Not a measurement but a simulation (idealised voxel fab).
Name of the process module below: voxel air gaps
The figure presents cross-section cut, which has a width of 290 nm and is divided into square cells with an edge length of 5 nm.
Just so we're on the same page, the cross-sections are grids of square cells, and they're listed out in bands top to bottom, each band one or more rows deep.
Heads up on the band format: heights come first, top then bottom, in nm. After that it's the materials left to right, each with its width in nm. A single material flagged "edge to edge" fills the whole band edge to edge, and "blank" means there's empty space there.
Basically, 0 is our baseline, since under it the wafer straight out of the box is all one material. The bottom band has no lower end and keeps on going down, so it looks like "from 0 down".
A width given as "30 to 40" starts at the first number in the band's top row and ends at the second number in its bottom row, shifting by an equal amount at every step from row to row.
The cross-section has no changed cell in any step marked "identical to before".
Reported under the label "Closed cavity list" are the empty spaces having no open way to the top and comprising 8 cells or more; the notation for each is width x height at distance, in which the distance is measured from the left edge and all three values are in nm.
Step line, after settings: the simulator's comment on this step.
overlay nm: for a step with a mask, the amount by which the mask lay right of where it was planned; a negative amount means left of it.

### plan
1 RECEIVE with material Si
2 CONFORMAL_DEP with material SiO2, thk nm 15
3 CONFORMAL_DEP with material SiN, thk nm 5
4 DIRECTIONAL_DEP with material SiO2, thk nm 30
5 DIRECTIONAL_DEP with material aC, thk nm 10
6 PATTERN with tone open, mask id LINES, material resist, width nm 15, pitch nm 45, thk nm 30, overlay nm 0
7 DIRECTIONAL_ETCH with etch materials aC, depth nm 10
8 STRIP with etch materials resist
9 DIRECTIONAL_ETCH with etch materials SiO2, depth nm 30
10 STRIP with etch materials aC
11 CONFORMAL_DEP with material TiN, thk nm 5
12 FILL_DEP with material Ru, thk nm 10
13 CMP with height nm 50
14 EPI with material Ru, thk nm 10
15 SELECTIVE_ETCH with etch materials SiO2, depth nm 40
16 CONFORMAL_DEP with material SiN, thk nm 5

### The cross-section here shows the wafer as received, i.e. in its state after step 1
* from 0 down: Si edge to edge
* Closed cavity list: none

### First of two wafers: cross-section at end of module, run per plan
* from 65 to 60: 55 blank / 180 SiN / 55 blank
* from 60 to 50: 55 blank / 5 SiN / 35 Ru / 10 SiN / 35 Ru / 10 SiN / 35 Ru / 10 SiN / 35 Ru / 5 SiN / 55 blank
* from 50 to 45: 55 blank / 15 SiN / 5 TiN / 5 Ru / 5 TiN / 30 SiN / 5 TiN / 5 Ru / 5 TiN / 30 SiN / 5 TiN / 5 Ru / 5 TiN / 30 SiN / 5 TiN / 5 Ru / 5 TiN / 15 SiN / 55 blank
* from 45 to 25: 65 blank / 5 SiN / 5 TiN / 5 Ru / 5 TiN / 5 SiN / 20 blank / 5 SiN / 5 TiN / 5 Ru / 5 TiN / 5 SiN / 20 blank / 5 SiN / 5 TiN / 5 Ru / 5 TiN / 5 SiN / 20 blank / 5 SiN / 5 TiN / 5 Ru / 5 TiN / 5 SiN / 65 blank
* from 25 to 20: 70 SiN / 15 TiN / 30 SiN / 15 TiN / 30 SiN / 15 TiN / 30 SiN / 15 TiN / 70 SiN
* from 20 to 15: SiN edge to edge
* from 15 to 0: SiO2 edge to edge
* from 0 down: Si edge to edge
* Closed cavity list: 20 x 20 at 90; 20 x 20 at 135; 20 x 20 at 180

### Same start, same plan as the first wafer - but one mistake in the run. Cross-section of the second of the two at the end of the module
* from 65 to 60: 45 blank / 180 SiN / 65 blank
* from 60 to 50: 45 blank / 5 SiN / 35 Ru / 10 SiN / 35 Ru / 10 SiN / 35 Ru / 10 SiN / 35 Ru / 5 SiN / 65 blank
* from 50 to 45: 45 blank / 15 SiN / 5 TiN / 5 Ru / 5 TiN / 30 SiN / 5 TiN / 5 Ru / 5 TiN / 30 SiN / 5 TiN / 5 Ru / 5 TiN / 30 SiN / 5 TiN / 5 Ru / 5 TiN / 15 SiN / 65 blank
* from 45 to 25: 55 blank / 5 SiN / 5 TiN / 5 Ru / 5 TiN / 5 SiN / 20 blank / 5 SiN / 5 TiN / 5 Ru / 5 TiN / 5 SiN / 20 blank / 5 SiN / 5 TiN / 5 Ru / 5 TiN / 5 SiN / 20 blank / 5 SiN / 5 TiN / 5 Ru / 5 TiN / 5 SiN / 75 blank
* from 25 to 20: 60 SiN / 15 TiN / 30 SiN / 15 TiN / 30 SiN / 15 TiN / 30 SiN / 15 TiN / 80 SiN
* from 20 to 15: SiN edge to edge
* from 15 to 0: SiO2 edge to edge
* from 0 down: Si edge to edge
* Closed cavity list: 20 x 20 at 80; 20 x 20 at 125; 20 x 20 at 170
Error vs. plan: step 6 off recipe, ran as PATTERN with tone open, mask id LINES, material resist, width nm 15, pitch nm 45, thk nm 30, overlay nm -10
By the end, you'd get the same cell count for each material on either wafer, but the second wafer puts them somewhere else.
